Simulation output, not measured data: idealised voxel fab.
The process module presented herein is designated voxel gate over fins.
We display cut, a cross-section 280 nm in width whose square cells are each 5 nm.
Notation: cross-section as square-cell grid; stated in bands, top first, going down; one or more cell rows per band.
Top height, bottom height, nm. Materials left to right, width each, nm. Single material + "everywhere" = fills band edge to edge. "air" = empty.
Note: height 0 marks the level under which the wafer is uniformly one material as received. Lowest band unbounded below, written "0 down".
With a width like "30->40", each row of cells in the band differs from the next by the same amount, the top row carrying the first number and the bottom row the second.
"nothing got changed" (step): cross-section cells unchanged, all of them.
"Cavities, sealed" lists enclosed empty spaces (at least 8 cells, no open path upward to the top), each as width x height at distance from the left edge, in nm.
Whatever follows a step's settings on its line is a remark the simulator itself makes about that step.
When a step includes a mask, the "overlay nm" setting on its line states how far to the right of its planned place that mask lay, and negative values state how far to the left.

### Here's what the planned process steps look like
- 1: RECEIVE with material Si
- 2: CONFORMAL_DEP with material SiN, thk nm 10
- 3: PATTERN with tone cover, mask id FINS, material resist, width nm 15, pitch nm 40, thk nm 20, overlay nm 0
- 4: DIRECTIONAL_ETCH with etch materials SiN, depth nm 10
- 5: DIRECTIONAL_ETCH with etch materials Si, depth nm 40
- 6: STRIP with etch materials resist
- 7: FILL_DEP with material SiO2, thk nm 15
- 8: CMP with height nm 10
- 9: SELECTIVE_ETCH with etch materials SiO2, depth nm 20
- 10: STRIP with etch materials SiN
- 11: CONFORMAL_DEP with material HfO2, thk nm 5
- 12: CONFORMAL_DEP with material TiN, thk nm 5
- 13: FILL_DEP with material W, thk nm 10
- 14: CMP with height nm 15
- 15: CONFORMAL_DEP with material SiCN, thk nm 10

### Wafer at receipt (post step 1), cross-section
* 0 down | Si everywhere
* Cavities, sealed: none

### a wafer at the end: this start, this plan, one mistake
* 25 to 15 | SiCN everywhere
* 15 to 10 | W everywhere
* 10 to 5 | W 105 nm, then TiN 35 nm, then W 5 nm, then TiN 35 nm, then W 100 nm
* 5 to 0 | W 105 nm, then TiN 5 nm, then HfO2 25 nm, then TiN 5 nm, then W 5 nm, then TiN 5 nm, then HfO2 25 nm, then TiN 5 nm, then W 100 nm
* 0 to -5 | TiN 110 nm, then HfO2 5 nm, then Si 15 nm, then HfO2 5 nm, then TiN 15 nm, then HfO2 5 nm, then Si 15 nm, then HfO2 5 nm, then TiN 105 nm
* -5 to -10 | HfO2 115 nm, then Si 15 nm, then HfO2 25 nm, then Si 15 nm, then HfO2 110 nm
* -10 to -40 | SiO2 115 nm, then Si 15 nm, then SiO2 25 nm, then Si 15 nm, then SiO2 110 nm
* -40 down | Si everywhere
* Cavities, sealed: none
Short version of what went wrong: step 3 was processed under conditions differing from the plan, specifically as PATTERN with tone cover, mask id FINS, material resist, width nm 15, pitch nm 40, thk nm 20, overlay nm 5
